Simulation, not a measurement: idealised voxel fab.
The process module presented herein is designated voxel capacitor over wiring.
Square cell edge 5 nm, section width 270 nm, ID cut.
Cross-section layout: square cells on a grid; listed as bands, top to bottom; a band spans one or more cell rows. What a band's entry tells you: where the top is and where the bottom is, as heights in nm, and after that what lies inside, material by material from left to right, each with its width in nm. Empty space is written as the word "blank", and a single material marked with the word "full width" occupies the band from edge to edge. All heights in this document are referenced to 0, defined as the level beneath which the wafer, as received, consists entirely of one material. The lowest band is not bounded below; it extends indefinitely downward and is written in the form "from 0 down". Graded width ("30 to 40"): value in top row of band = first number; value in bottom row = second number; row-to-row change constant. When a step is marked "remained the same", none of the cells in the cross-section changed during that step. In "Entrapped voids" the enclosed voids are listed, meaning empty spaces of 8 cells or larger without any opening to the top. The form is width x height at distance, distance from the left edge, units nm. That trailing text on a step's line, after the settings, is the simulator's own remark on the step. overlay nm: mask right of planned place by this much (step with mask). Neg. = left.

Planned step list for the process
1. RECEIVE [material Si]
2. CONFORMAL_DEP [material SiO2] [thk nm 15]
3. CONFORMAL_DEP [material SiN] [thk nm 5]
4. DIRECTIONAL_DEP [material SiO2] [thk nm 20]
5. PATTERN [tone open] [mask id METAL_1] [material resist] [width nm 30] [pitch nm 90] [thk nm 20] [overlay nm 0]
6. DIRECTIONAL_ETCH [etch materials SiO2] [depth nm 20]
7. DIRECTIONAL_ETCH [etch materials SiN] [depth nm 5]
8. STRIP [etch materials resist]
9. CONFORMAL_DEP [material TiN] [thk nm 5]
10. FILL_DEP [material Ru] [thk nm 10]
11. CMP [height nm 40]
12. EPI [material Ru] [thk nm 5]
13. FILL_DEP [material SiCN] [thk nm 5]
14. DIRECTIONAL_DEP [material lowk] [thk nm 5]
15. DIRECTIONAL_DEP [material aC] [thk nm 10]
16. PATTERN [tone open] [mask id PLUG_1] [material resist] [width nm 15] [thk nm 25] [overlay nm 0]
17. DIRECTIONAL_ETCH [etch materials aC] [depth nm 10]
18. STRIP [etch materials resist]
19. DIRECTIONAL_ETCH [etch materials lowk] [depth nm 15]
20. DIRECTIONAL_ETCH [etch materials SiCN] [depth nm 5]
21. STRIP [etch materials aC]
22. CONFORMAL_DEP [material TiN] [thk nm 5]
23. FILL_DEP [material Cu] [thk nm 5]
24. CMP [height nm 65]
25. DIRECTIONAL_DEP [material TiN] [thk nm 5]
26. DIRECTIONAL_DEP [material Al2O3] [thk nm 5]
27. DIRECTIONAL_DEP [material TiN] [thk nm 10]
28. DIRECTIONAL_DEP [material aC] [thk nm 15]
29. PATTERN [tone cover] [mask id UPPER_PLATE] [material resist] [width nm 65] [thk nm 35] [overlay nm 0]
30. DIRECTIONAL_ETCH [etch materials aC] [depth nm 15]
31. STRIP [etch materials resist]
32. DIRECTIONAL_ETCH [etch materials TiN] [depth nm 10]
33. DIRECTIONAL_ETCH [etch materials Al2O3] [depth nm 5]
34. STRIP [etch materials aC]
35. PATTERN [tone cover] [mask id LOWER_PLATE] [material resist] [width nm 75] [thk nm 20] [overlay nm 0]
36. DIRECTIONAL_ETCH [etch materials TiN] [depth nm 5]
37. STRIP [etch materials resist]
38. FILL_DEP [material SiO2] [thk nm 15]
39. CMP [height nm 95]
40. MASKED_ETCH [tone open] [mask id PLUG_2] [width nm 15] [etch materials SiO2] [depth nm 10] [overlay nm 0]
41. CONFORMAL_DEP [material TiN] [thk nm 5]
42. FILL_DEP [material Cu] [thk nm 10]
43. CMP [height nm 95]
44. CONFORMAL_DEP [material SiCN] [thk nm 5]
Wafers differ in thk nm at step 14; plan lists the first wafer's value; identical starting state.

The first of several wafers as received, shown in cross-section; this is its state after step 1
* from 0 down | Si full width
* Entrapped voids: none

First of several wafers: cross-section at the end of the module, after step 44, its last step
* from 100 to 95 | SiCN full width
* from 95 to 90 | 100 of SiO2 | 5 of TiN | 5 of Cu | 5 of TiN | 155 of SiO2
* from 90 to 85 | 100 of SiO2 | 15 of TiN | 155 of SiO2
* from 85 to 75 | 90 of SiO2 | 65 of TiN | 115 of SiO2
* from 75 to 70 | 90 of SiO2 | 65 of Al2O3 | 115 of SiO2
* from 70 to 65 | 85 of SiO2 | 75 of TiN | 110 of SiO2
* from 65 to 60 | Cu full width
* from 60 to 55 | 95 of TiN | 5 of Cu | 170 of TiN
* from 55 to 50 | 90 of lowk | 5 of TiN | 5 of Cu | 5 of TiN | 165 of lowk
* from 50 to 45 | 90 of SiCN | 15 of TiN | 165 of SiCN
* from 45 to 40 | 70 of SiCN | 40 of Ru | 50 of SiCN | 40 of Ru | 70 of SiCN
* from 40 to 20 | 75 of SiO2 | 5 of TiN | 20 of Ru | 5 of TiN | 60 of SiO2 | 5 of TiN | 20 of Ru | 5 of TiN | 75 of SiO2
* from 20 to 15 | 75 of SiN | 30 of TiN | 60 of SiN | 30 of TiN | 75 of SiN
* from 15 to 0 | SiO2 full width
* from 0 down | Si full width
* Entrapped voids: none

Cross-section of the last wafer at end of module
* from 100 to 95 | SiCN full width
* from 95 to 90 | 100 of SiO2 | 5 of TiN | 5 of Cu | 5 of TiN | 155 of SiO2
* from 90 to 85 | 100 of SiO2 | 15 of TiN | 155 of SiO2
* from 85 to 75 | 90 of SiO2 | 65 of TiN | 115 of SiO2
* from 75 to 70 | 90 of SiO2 | 65 of Al2O3 | 115 of SiO2
* from 70 to 65 | 85 of SiO2 | 75 of TiN | 110 of SiO2
* from 65 to 50 | lowk full width
* from 50 to 45 | SiCN full width
* from 45 to 40 | 70 of SiCN | 40 of Ru | 50 of SiCN | 40 of Ru | 70 of SiCN
* from 40 to 20 | 75 of SiO2 | 5 of TiN | 20 of Ru | 5 of TiN | 60 of SiO2 | 5 of TiN | 20 of Ru | 5 of TiN | 75 of SiO2
* from 20 to 15 | 75 of SiN | 30 of TiN | 60 of SiN | 30 of TiN | 75 of SiN
* from 15 to 0 | SiO2 full width
* from 0 down | Si full width
* Entrapped voids: none

Gained (+) or lost (-) cells of each material since receipt, then closed voids: one row per wafer, at the end of the module
thk nm 5, +13 Al2O3, +57 Cu, +48 Ru, +143 SiCN, +42 SiN, +594 SiO2, +132 TiN, +51 lowk, Entrapped voids: none
thk nm 10, +13 Al2O3, +4 Cu, +48 Ru, +143 SiCN, +42 SiN, +594 SiO2, +134 TiN, +102 lowk, Entrapped voids: none
thk nm 15, +13 Al2O3, +4 Cu, +48 Ru, +143 SiCN, +42 SiN, +594 SiO2, +83 TiN, +153 lowk, Entrapped voids: none
thk nm 20, +13 Al2O3, +2 Cu, +48 Ru, +146 SiCN, +42 SiN, +594 SiO2, +79 TiN, +156 lowk, Entrapped voids: none
thk nm 25, +13 Al2O3, +1 Cu, +48 Ru, +146 SiCN, +42 SiN, +594 SiO2, +77 TiN, +159 lowk, Entrapped voids: none
thk nm 30, +13 Al2O3, +1 Cu, +48 Ru, +146 SiCN, +42 SiN, +594 SiO2, +74 TiN, +162 lowk, Entrapped voids: none
